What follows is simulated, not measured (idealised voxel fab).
You're looking at the process module voxel tone inversion.
The cross-section on display is named cut; it measures 240 nm wide, and its cells are 5 nm squares.
A cross-section is a grid of square cells, given in bands from the top down. A band is one or more rows of cells.
This entry defines a band. It first specifies the height of the band's top and the height of its bottom in nm, and then specifies the band's materials from left to right, stating each material with its width in nm. The word "throughout" identifies a single material that fills the band from edge to edge, while the word "air" identifies empty space.
We count height from 0. Below that, the starting wafer is all one material. The lowest band never ends at the bottom but goes on down; see "0 down" for how that is written.
With a width like "30->40", each row of cells in the band differs from the next by the same amount, the top row carrying the first number and the bottom row the second.
No cell of the cross-section changed in a step that is given as "nothing got changed".
The list in "Voids, sealed" covers empty spaces of 8 cells or more that cannot reach the top through any open way, and it gives each as width x height at distance; the distance is from the left edge, and width, height and distance are in nm.
Heads up: the bit after the settings on a step's line is the simulator's remark on that step.
You can add "overlay nm" to a step's line. For a step with a mask, it describes how far the mask lay to the right of its planned position, and a negative number describes a lay to the left.
Planned step list for the process:
1,op RECEIVE | material Si
2,op CONFORMAL_DEP | material SiCN | thk nm 10
3,op DIRECTIONAL_DEP | material aC | thk nm 20
4,op PATTERN | tone cover | mask id POSTS | material resist | width nm 20 | pitch nm 45 | thk nm 25 | overlay nm 0
5,op DIRECTIONAL_ETCH | etch materials aC | depth nm 20
6,op STRIP | etch materials resist
7,op FILL_DEP | material SiO2 | thk nm 10
8,op CMP | height nm 30
9,op STRIP | etch materials aC
10,op CONFORMAL_DEP | material TiN | thk nm 5
11,op FILL_DEP | material Cu | thk nm 10
12,op CMP | height nm 20
13,op CONFORMAL_DEP | material SiCN | thk nm 5
Quick note for whoever runs this: the wafers start identical, but the height nm at step 12 isn't the same across them. The plan just shows what the first wafer had.
Cross-section of the first of several received wafers, showing its state after step 1:
> 0 down  Si throughout
> Voids, sealed: none
Here is how to read the rows: every wafer has a row, and it shows the wafer at the end of the module, giving for each material how many cells were gained (+) or lost (-) since the wafer was received, then listing its closed voids:
height nm 20; +4 Cu; +144 SiCN; +80 SiO2; +12 TiN; Voids, sealed: none
height nm 25; +8 Cu; +144 SiCN; +120 SiO2; +16 TiN; Voids, sealed: none
height nm 30; +12 Cu; +144 SiCN; +160 SiO2; +20 TiN; Voids, sealed: none
height nm 35; +16 Cu; +144 SiCN; +160 SiO2; +64 TiN; Voids, sealed: none
height nm 40; +64 Cu; +144 SiCN; +160 SiO2; +64 TiN; Voids, sealed: none
height nm 45; +112 Cu; +144 SiCN; +160 SiO2; +64 TiN; Voids, sealed: none
